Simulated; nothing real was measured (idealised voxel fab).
Title: Process Module voxel trench capacitor
It is cross-section cut that appears here, measuring 185 nm in width, its square cells being 5 nm in size.
A cross-section in this document is a grid of square cells, and it is written down as bands, the top band listed before the ones below it; a band is made up of one or more rows of cells.
What a band's entry tells you: where the top is and where the bottom is, as heights in nm, and after that what lies inside, material by material from left to right, each with its width in nm. Empty space is written as the word "air", and a single material marked with the word "edge to edge" occupies the band from edge to edge.
The level at which height equals 0 is the one under which the wafer, as it arrives, is entirely one material. No lower edge exists for the bottom band, which continues downward and is notated as in "0 down".
Graded width ("30->40"): value in top row of band = first number; value in bottom row = second number; row-to-row change constant.
"all unchanged" means the step left every cell of the cross-section as it was.
What "Sealed cavities" gives you is every empty space of 8 cells or more that is cut off from the top. Each appears as width x height at distance, with the distance taken from the left edge and width, height and distance all in nm.
On a step's line, text after the settings is the simulator commenting on that step.
A step's line can hold "overlay nm"; with a mask on that step, the setting says how far right of the planned place the mask lay, while a negative setting says it lay to the left.

-- Process steps foreseen in the plan
1 RECEIVE: material Si
2 CONFORMAL_DEP: material SiN, thk nm 5
3 PATTERN: tone open, mask id TRENCH, material resist, width nm 20, pitch nm 50, thk nm 20, overlay nm 0
4 DIRECTIONAL_ETCH: etch materials SiN, depth nm 5
5 DIRECTIONAL_ETCH: etch materials Si, depth nm 25
6 STRIP: etch materials resist
7 CONFORMAL_DEP: material Al2O3, thk nm 5
8 CONFORMAL_DEP: material TiN, thk nm 5
9 FILL_DEP: material W, thk nm 10
10 CMP: height nm 5
Keep in mind the plan's value for the width nm of step 3 comes from the first wafer; the wafers don't share that setting, but they do share the same starting point.

-- First of several wafers (as received, post step 1), cross-sectional view
- 0 down: Si edge to edge
- Sealed cavities: none

-- Module finished, last step 10 done: cross-section of the first of several wafers
- 5 to 0: SiN (30); Al2O3 (5); TiN (10); Al2O3 (5); SiN (30); Al2O3 (5); TiN (10); Al2O3 (5); SiN (30); Al2O3 (5); TiN (10); Al2O3 (5); SiN (35)
- 0 to -20: Si (30); Al2O3 (5); TiN (10); Al2O3 (5); Si (30); Al2O3 (5); TiN (10); Al2O3 (5); Si (30); Al2O3 (5); TiN (10); Al2O3 (5); Si (35)
- -20 to -25: Si (30); Al2O3 (20); Si (30); Al2O3 (20); Si (30); Al2O3 (20); Si (35)
- -25 down: Si edge to edge
- Sealed cavities: none

-- The module's end: a cross-section of the last wafer
- 5 to 0: SiN (25); Al2O3 (5); TiN (5); W (15); TiN (5); Al2O3 (5); SiN (15); Al2O3 (5); TiN (5); W (15); TiN (5); Al2O3 (5); SiN (15); Al2O3 (5); TiN (5); W (15); TiN (5); Al2O3 (5); SiN (25)
- 0 to -15: Si (25); Al2O3 (5); TiN (5); W (15); TiN (5); Al2O3 (5); Si (15); Al2O3 (5); TiN (5); W (15); TiN (5); Al2O3 (5); Si (15); Al2O3 (5); TiN (5); W (15); TiN (5); Al2O3 (5); Si (25)
- -15 to -20: Si (25); Al2O3 (5); TiN (25); Al2O3 (5); Si (15); Al2O3 (5); TiN (25); Al2O3 (5); Si (15); Al2O3 (5); TiN (25); Al2O3 (5); Si (25)
- -20 to -25: Si (25); Al2O3 (35); Si (15); Al2O3 (35); Si (15); Al2O3 (35); Si (25)
- -25 down: Si edge to edge
- Sealed cavities: none

-- Gained (+) or lost (-) cells of each material since receipt, then closed voids: one row per wafer, at the end of the module
width nm 20 | +42 Al2O3 | -60 Si | +25 SiN | +30 TiN | Sealed cavities: none
width nm 25 | +45 Al2O3 | -75 Si | +22 SiN | +33 TiN | +12 W | Sealed cavities: none
width nm 30 | +48 Al2O3 | -90 Si | +19 SiN | +36 TiN | +24 W | Sealed cavities: none
width nm 35 | +51 Al2O3 | -105 Si | +16 SiN | +39 TiN | +36 W | Sealed cavities: none
